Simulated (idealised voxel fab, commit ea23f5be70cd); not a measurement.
The process module that follows is named voxel trench capacitor.
cross-section cut | 245 nm wide | cells 5 nm
This document writes a cross-section as a grid whose cells are square, and gives it as bands, listed from the top down; one or more rows of cells form a band. Within each band entry, the heights of the top and of the bottom of the band appear first, in that order and in nm; the materials of the band then follow from left to right, each with its corresponding width in nm. The designation "full width" on a single material indicates that it fills the band from edge to edge; the designation "blank" indicates empty space. For the purposes of this specification, 0 denotes the height below which the wafer in its as-received condition is composed wholly of one material, and the lowermost band, lacking a lower limit, extends downward without end, as expressed in "0 -> down". Think of "30..40" as a width that walks from the first number to the second as you go down the band, top row to bottom row, taking equal-sized steps from row to row. Basically "no alterations made" means that step didn't change any cell in the cross-section. What "Unvented voids" gives you is every empty space of 8 cells or more that is cut off from the top. Each appears as width x height at distance, with the distance taken from the left edge and width, height and distance all in nm. Step line, after settings: the simulator's comment on this step. When a step includes a mask, the "overlay nm" setting on its line states how far to the right of its planned place that mask lay, and negative values state how far to the left.
-- Steps planned for the process
step 1: RECEIVE with material Si
step 2: CONFORMAL_DEP with material SiN, thk nm 5
step 3: DIRECTIONAL_DEP with material aC, thk nm 15
step 4: PATTERN with tone open, mask id TRENCH, material resist, width nm 25, pitch nm 50, thk nm 30, overlay nm -15
step 5: DIRECTIONAL_ETCH with etch materials aC, depth nm 15
step 6: STRIP with etch materials resist
step 7: DIRECTIONAL_ETCH with etch materials SiN, depth nm 5
step 8: DIRECTIONAL_ETCH with etch materials Si, depth nm 25
step 9: STRIP with etch materials aC
step 10: CONFORMAL_DEP with material HfO2, thk nm 5
step 11: CONFORMAL_DEP with material TiN, thk nm 5
step 12: FILL_DEP with material W, thk nm 5
step 13: CMP with height nm 5
Wafer-to-wafer difference: overlay nm, step 4. Common start. Plan = first wafer's value.
-- Cross-section of the first of several wafers as received (after step 1)
> 0 -> down | Si full width
> Unvented voids: none
-- The first of several wafers, seen in cross-section after the module's last step, step 13
> 5 -> 0 | 45 SiN; 5 HfO2; 5 TiN; 5 W; 5 TiN; 5 HfO2; 25 SiN; 5 HfO2; 5 TiN; 5 W; 5 TiN; 5 HfO2; 25 SiN; 5 HfO2; 5 TiN; 5 W; 5 TiN; 5 HfO2; 75 SiN
> 0 -> -15 | 45 Si; 5 HfO2; 5 TiN; 5 W; 5 TiN; 5 HfO2; 25 Si; 5 HfO2; 5 TiN; 5 W; 5 TiN; 5 HfO2; 25 Si; 5 HfO2; 5 TiN; 5 W; 5 TiN; 5 HfO2; 75 Si
> -15 -> -20 | 45 Si; 5 HfO2; 15 TiN; 5 HfO2; 25 Si; 5 HfO2; 15 TiN; 5 HfO2; 25 Si; 5 HfO2; 15 TiN; 5 HfO2; 75 Si
> -20 -> -25 | 45 Si; 25 HfO2; 25 Si; 25 HfO2; 25 Si; 25 HfO2; 75 Si
> -25 -> down | Si full width
> Unvented voids: none
-- The module's end: a cross-section of the last wafer
> 5 -> 0 | 75 SiN; 5 HfO2; 5 TiN; 5 W; 5 TiN; 5 HfO2; 25 SiN; 5 HfO2; 5 TiN; 5 W; 5 TiN; 5 HfO2; 25 SiN; 5 HfO2; 5 TiN; 5 W; 5 TiN; 5 HfO2; 45 SiN
> 0 -> -15 | 75 Si; 5 HfO2; 5 TiN; 5 W; 5 TiN; 5 HfO2; 25 Si; 5 HfO2; 5 TiN; 5 W; 5 TiN; 5 HfO2; 25 Si; 5 HfO2; 5 TiN; 5 W; 5 TiN; 5 HfO2; 45 Si
> -15 -> -20 | 75 Si; 5 HfO2; 15 TiN; 5 HfO2; 25 Si; 5 HfO2; 15 TiN; 5 HfO2; 25 Si; 5 HfO2; 15 TiN; 5 HfO2; 45 Si
> -20 -> -25 | 75 Si; 25 HfO2; 25 Si; 25 HfO2; 25 Si; 25 HfO2; 45 Si
> -25 -> down | Si full width
> Unvented voids: none
-- Basically each wafer gets a line in the table, showing it at the end of the module: material by material, the cells it gained (+) or lost (-) since we got it, then its closed voids
overlay nm -15, +45 HfO2, -75 Si, +34 SiN, +33 TiN, +12 W, Unvented voids: none
overlay nm -10, +45 HfO2, -75 Si, +34 SiN, +33 TiN, +12 W, Unvented voids: none
overlay nm -5, +45 HfO2, -75 Si, +34 SiN, +33 TiN, +12 W, Unvented voids: none
overlay nm 0, +45 HfO2, -75 Si, +34 SiN, +33 TiN, +12 W, Unvented voids: none
overlay nm 5, +45 HfO2, -75 Si, +34 SiN, +33 TiN, +12 W, Unvented voids: none
overlay nm 10, +45 HfO2, -75 Si, +34 SiN, +33 TiN, +12 W, Unvented voids: none
overlay nm 15, +45 HfO2, -75 Si, +34 SiN, +33 TiN, +12 W, Unvented voids: none
